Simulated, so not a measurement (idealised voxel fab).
Process module heading - voxel double patterning
Section shown: cut. Width: 240 nm. Cell size: 5 nm, square.
The cross-sections in this document take the form of a grid made of square cells. They are written out as bands, in order from top to bottom. Each band consists of one or more rows of cells.
Read a band's entry like this: the first values are the height of its top and the height of its bottom in nm, and what follows is the sequence of materials from left to right, each with its width in nm. Note that "air" is empty space, and that a single material marked "throughout" reaches across the band from edge to edge.
It should be noted that heights are counted from 0, beneath which the wafer as supplied is of one material throughout, and that the lowest band possesses no lower boundary but continues downward, as written in "from 0 down".
A two-number width, for instance "30->40", indicates that the width is equal to the first number in the top row of the band and to the second number in the bottom row, and that it changes by a constant amount per row of cells.
A step reported as "remained unchanged" is a step in which no cell of the cross-section changed.
The entry "Completely enclosed voids" lists the empty spaces that cover at least 8 cells and have no open path to the top. Each is written as width x height at distance, where the distance is measured from the left edge and all three values are in nm.
Step line, after settings: the simulator's comment on this step.
The "overlay nm" setting may appear on a step's line; for a step that uses a mask, it gives how far to the right of its planned position the mask lay, and a negative value indicates the left.

**Steps planned for the process**
1,RECEIVE (material Si)
2,CONFORMAL_DEP (material SiO2; thk nm 5)
3,DIRECTIONAL_DEP (material polySi; thk nm 15)
4,DIRECTIONAL_DEP (material SiCN; thk nm 5)
5,MASKED_ETCH (tone open; mask id FIRST; width nm 15; pitch nm 50; etch materials SiCN; depth nm 5; overlay nm 0)
6,DIRECTIONAL_DEP (material aC; thk nm 10)
7,PATTERN (tone open; mask id SECOND; material resist; width nm 15; pitch nm 50; thk nm 25; overlay nm 0)
8,DIRECTIONAL_ETCH (etch materials aC; depth nm 10)
9,STRIP (etch materials resist)
10,DIRECTIONAL_ETCH (etch materials SiCN; depth nm 5)
11,STRIP (etch materials aC)
12,DIRECTIONAL_ETCH (etch materials polySi; depth nm 15)
13,STRIP (etch materials SiCN)

**Cross-section of the wafer as it came to us, i.e., already through step 1**
* from 0 down | Si throughout
* Completely enclosed voids: none

**Here's the cross-section of the first of our two wafers at the end of the module - it ran as planned**
* from 20 to 5 | 60 nm polySi  15 nm air  10 nm polySi  15 nm air  10 nm polySi  15 nm air  10 nm polySi  15 nm air  10 nm polySi  15 nm air  65 nm polySi
* from 5 to 0 | SiO2 throughout
* from 0 down | Si throughout
* Completely enclosed voids: none

**Here is the second of the two wafers cut open at the end of the module - same start, same plan as the first one, but we made one mistake running it**
* from 20 to 15 | SiO2 throughout
* from 15 to 0 | polySi throughout
* from 0 down | Si throughout
* Completely enclosed voids: none
The mistake made against the process plan was this: transposition of steps 2 and 3 relative to the planned sequence
Per the end-of-run cell counts, the second wafer holds more or fewer of some materials than the first: polySi: 45 more
